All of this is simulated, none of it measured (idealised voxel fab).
Module name: voxel gate over fins (process module)
In the cross-section labelled cut, the width is 255 nm and each square cell is 5 nm.
In what follows, cross-sections appear as grids of square cells, described through bands that run from the top down, where every band is one or more rows of cells.
What a band's entry tells you: where the top is and where the bottom is, as heights in nm, and after that what lies inside, material by material from left to right, each with its width in nm. Empty space is written as the word "air", and a single material marked with the word "everywhere" occupies the band from edge to edge.
Height is counted from the level 0, under which the received wafer is composed throughout of one material. The lowest of the bands is not closed at the bottom but continues downward, in the notation "0 and below".
Think of "30 to 40" as a width that walks from the first number to the second as you go down the band, top row to bottom row, taking equal-sized steps from row to row.
Take "no modifications" at face value: in the step it is given for, the cross-section changed in none of its cells.
Heads up: "Enclosed empty spaces" only lists the empty pockets with no open path to the top that are 8 cells or more, and it writes them as width x height at distance, distance from the left edge, in nm.
On a step's line, text after the settings is the simulator commenting on that step.
The line of a step may include "overlay nm". On a step with a mask, this value is how far to the right of its planned place the mask lay. A negative value means the mask lay to the left.
# List of planned process steps
step 1: RECEIVE,material Si
step 2: CONFORMAL_DEP,material SiN,thk nm 10
step 3: MASKED_ETCH,tone cover,mask id FINS,width nm 15,pitch nm 45,etch materials SiN,depth nm 10,overlay nm 0
step 4: MASKED_ETCH,tone cover,mask id FINS,width nm 15,pitch nm 45,etch materials Si,depth nm 30,overlay nm 0
step 5: OXIDIZE,depth nm 5
step 6: FILL_DEP,material SiO2,thk nm 10
step 7: CMP,height nm 10
step 8: SELECTIVE_ETCH,etch materials SiO2,depth nm 25
step 9: STRIP,etch materials SiN
step 10: CONFORMAL_DEP,material HfO2,thk nm 5
step 11: CONFORMAL_DEP,material TiN,thk nm 5
step 12: FILL_DEP,material W,thk nm 15
step 13: CMP,height nm 20
step 14: CONFORMAL_DEP,material SiN,thk nm 10
# This is the cross-section of the wafer as we received it, i.e. after step 1
- 0 and below | Si everywhere
- Enclosed empty spaces: none
# Wafer at module end, in section. Began as above, planned as above, run with one mistake
- 30 down to 20 | SiN everywhere
- 20 down to 10 | W everywhere
- 10 down to 5 | W=90, TiN=25, W=20, TiN=25, W=95
- 5 down to 0 | W=85, TiN=10, HfO2=15, TiN=5, W=15, TiN=10, HfO2=15, TiN=5, W=95
- 0 down to -5 | W=85, TiN=5, HfO2=10, Si=5, HfO2=5, TiN=5, W=15, TiN=5, HfO2=10, Si=5, HfO2=5, TiN=5, W=95
- -5 down to -10 | TiN=90, HfO2=5, Si=10, HfO2=5, TiN=25, HfO2=5, Si=10, HfO2=5, TiN=100
- -10 down to -15 | HfO2=95, Si=10, HfO2=35, Si=10, HfO2=105
- -15 down to -35 | SiO2=95, Si=10, SiO2=35, Si=10, SiO2=105
- -35 and below | Si everywhere
- Enclosed empty spaces: none
Error vs. plan: off-plan run, step 4, actual operation and settings MASKED_ETCH,tone cover,mask id FINS,width nm 15,pitch nm 45,etch materials Si,depth nm 30,overlay nm -5
